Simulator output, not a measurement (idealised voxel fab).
process module | voxel fin reveal
cross-section cut | 165 nm wide | cells 5 nm
A cross-section is a grid of square cells, given in bands from the top down. A band is one or more rows of cells.
Each band's line starts with the height of the band's top and of its bottom, in nm. Then come its materials from left to right, each with its width in nm. One material with "throughout" fills the band from edge to edge. "air" is empty space.
Height 0 is the level under which the wafer as received is all one material. The lowest band goes on downwards, as in "0 down".
A width such as "30 to 40" changes by the same amount from each row of cells to the next, from the band's top row to its bottom row.
"no change" after a step means that no cell of the cross-section changed.
closed voids: empty space of 8 cells or more with no open way to the top, each as width x height at its distance from the left edge, in nm
after a step's settings: what the simulator itself notes on the step
overlay nm, on a step with a mask: how far to the right of its planned place the mask lay; to the left if negative
plan
1 op RECEIVE | material Si
2 op CONFORMAL_DEP | material SiN | thk nm 10
3 op DIRECTIONAL_DEP | material aC | thk nm 10
4 op PATTERN | tone cover | mask id FINS | material resist | width nm 15 | pitch nm 40 | thk nm 25 | overlay nm 0
5 op DIRECTIONAL_ETCH | etch materials aC | depth nm 10
6 op STRIP | etch materials resist
7 op DIRECTIONAL_ETCH | etch materials SiN | depth nm 10
8 op DIRECTIONAL_ETCH | etch materials Si | depth nm 35
9 op STRIP | etch materials aC
10 op OXIDIZE | depth nm 5
11 op FILL_DEP | material SiO2 | thk nm 10
12 op CMP | height nm 10
13 op SELECTIVE_ETCH | etch materials SiO2 | depth nm 35
14 op STRIP | etch materials SiN
15 op CONFORMAL_DEP | material HfO2 | thk nm 5
as received, after step 1
  0 down: Si throughout
  closed voids: none
a wafer at the end: this start, this plan, one mistake
  5 to 0: air 15 | HfO2 15 | air 25 | HfO2 15 | air 25 | HfO2 15 | air 25 | HfO2 15 | air 15
  0 to -35: air 15 | HfO2 5 | Si 5 | HfO2 5 | air 25 | HfO2 5 | Si 5 | HfO2 5 | air 25 | HfO2 5 | Si 5 | HfO2 5 | air 25 | HfO2 5 | Si 5 | HfO2 5 | air 15
  -35 to -40: HfO2 20 | Si 5 | HfO2 35 | Si 5 | HfO2 35 | Si 5 | HfO2 35 | Si 5 | HfO2 20
  -40 down: Si throughout
  closed voids: none
what went wrong: step 13 was run twice
